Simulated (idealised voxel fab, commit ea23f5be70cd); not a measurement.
The following process module bears the name voxel tone inversion.
Cross-sectional view cut (width: 285 nm; square cell size: 5 nm).
Cross-section format: a grid of square cells, given as bands from top to bottom; each band is one or more rows of cells.
The band entry comprises the height of the band's top followed by the height of its bottom, expressed in nm, and subsequently the band's materials from left to right, each stated together with its width in nm. Where a single material is marked with the word "all across", that material fills the band from edge to edge. The word "blank" represents empty space.
Measure heights from 0. That's the level where, below it, the as-received wafer is all one material. The lowest band is bottomless and extends downward; write it as in "from 0 down".
A width given as "30..40" starts at the first number in the band's top row and ends at the second number in its bottom row, shifting by an equal amount at every step from row to row.
Key: "nothing altered" - step with no changed cell in the cross-section.
Entry "Closed internal voids" = empty spaces >= 8 cells with no open way to the top; each as width x height at distance, distance from left edge, all nm.
Read whatever lies past the settings on a step's line as the simulator's own remark about the step.
The setting "overlay nm" may be written on the line of a step. When the step uses a mask, the value reports how far to the right of the planned place the mask lay, and a negative value reports that it lay to the left.

The planned process steps are enumerated hereunder
1 RECEIVE | material Si
2 CONFORMAL_DEP | material SiN | thk nm 10
3 DIRECTIONAL_DEP | material aC | thk nm 15
4 PATTERN | tone cover | mask id POSTS | material resist | width nm 20 | pitch nm 35 | thk nm 20 | overlay nm 0
5 DIRECTIONAL_ETCH | etch materials aC | depth nm 15
6 STRIP | etch materials resist
7 FILL_DEP | material lowk | thk nm 10
8 CMP | height nm 25
9 STRIP | etch materials aC
10 CONFORMAL_DEP | material TiN | thk nm 5
11 FILL_DEP | material W | thk nm 10
12 CMP | height nm 25
13 CONFORMAL_DEP | material SiN | thk nm 5

Account of the first of two wafers, which was processed as intended

Cross-section, incoming material, after step 1
  from 0 down = Si all across
  Closed internal voids: none

Wafer after step 2 (cross-section)
  from 10 to 0 = SiN all across
  Nothing below the height 0 has changed.

Wafer after step 3 (cross-section)
  from 25 to 10 = aC all across
  Nothing below the height 10 has changed.

Wafer after step 4 (cross-section)
  from 45 to 25 = blank=115; resist=20; blank=15; resist=20; blank=115
  Nothing below the height 25 has changed.

Wafer after step 5 (cross-section)
  from 30 to 25 = blank=115; resist=20; blank=15; resist=20; blank=115
  from 25 to 10 = blank=115; aC=20; blank=15; aC=20; blank=115
  Nothing below the height 10 has changed.

Wafer after step 6 (cross-section)
  from 25 to 10 = blank=115; aC=20; blank=15; aC=20; blank=115
  Nothing below the height 10 has changed.

Wafer after step 7 (cross-section)
  from 35 to 25 = lowk all across
  from 25 to 10 = lowk=115; aC=20; lowk=15; aC=20; lowk=115
  Nothing below the height 10 has changed.

Wafer after step 8 (cross-section)
  from 25 to 10 = lowk=115; aC=20; lowk=15; aC=20; lowk=115
  Nothing below the height 10 has changed.

Wafer after step 9 (cross-section)
  from 25 to 10 = lowk=115; blank=20; lowk=15; blank=20; lowk=115
  Nothing below the height 10 has changed.

Wafer after step 10 (cross-section)
  from 30 to 25 = TiN=120; blank=10; TiN=25; blank=10; TiN=120
  from 25 to 15 = lowk=115; TiN=5; blank=10; TiN=5; lowk=15; TiN=5; blank=10; TiN=5; lowk=115
  from 15 to 10 = lowk=115; TiN=20; lowk=15; TiN=20; lowk=115
  Nothing below the height 10 has changed.

Wafer after step 11 (cross-section)
  from 40 to 30 = W all across
  from 30 to 25 = TiN=120; W=10; TiN=25; W=10; TiN=120
  from 25 to 15 = lowk=115; TiN=5; W=10; TiN=5; lowk=15; TiN=5; W=10; TiN=5; lowk=115
  Nothing below the height 15 has changed.

Wafer after step 12 (cross-section)
  from 25 to 15 = lowk=115; TiN=5; W=10; TiN=5; lowk=15; TiN=5; W=10; TiN=5; lowk=115
  Nothing below the height 15 has changed.

Wafer after step 13 (cross-section)
  from 30 to 25 = SiN all across
  Nothing below the height 25 has changed.

Second Wafer (Identical Start and Plan, One Processing Error; Matches First Wafer Through Step 1)

Look at the second wafer in cross-section at the time step 2 ought to have finished
  from 15 to 0 = aC all across
  Nothing below the height 0 has changed.

Look at the second wafer in cross-section at the time step 3 ought to have finished
  from 25 to 15 = SiN all across
  Nothing below the height 15 has changed.

Look at the second wafer in cross-section at the time step 4 ought to have finished
  from 45 to 25 = blank=115; resist=20; blank=15; resist=20; blank=115
  Nothing below the height 25 has changed.

Look at the second wafer in cross-section at the time step 5 ought to have finished
  from 30 to 25 = blank=115; resist=20; blank=15; resist=20; blank=115
  Nothing below the height 25 has changed.

Look at the second wafer in cross-section at the time step 6 ought to have finished
  from 25 to 15 = SiN all across
  Nothing below the height 15 has changed.

Look at the second wafer in cross-section at the time step 7 ought to have finished
  from 35 to 25 = lowk all across
  Nothing below the height 25 has changed.

Look at the second wafer in cross-section at the time step 8 ought to have finished
  from 25 to 15 = SiN all across
  Nothing below the height 15 has changed.

Look at the second wafer in cross-section at the time step 9 ought to have finished: nothing altered

Look at the second wafer in cross-section at the time step 10 ought to have finished
  from 30 to 25 = TiN all across
  Nothing below the height 25 has changed.

Look at the second wafer in cross-section at the time step 11 ought to have finished
  from 40 to 30 = W all across
  Nothing below the height 30 has changed.

Look at the second wafer in cross-section at the time step 12 ought to have finished
  from 25 to 15 = SiN all across
  Nothing below the height 15 has changed.

Look at the second wafer in cross-section at the time step 13 ought to have finished
  from 30 to 15 = SiN all across
  Nothing below the height 15 has changed.
Short version of what went wrong: a sequencing error occurred in which plan steps 2 and 3 were transposed
Bottom line after processing is that, in cells, the second wafer is up or down on some materials versus the first: -16 TiN, -8 W, +171 aC, -147 lowk
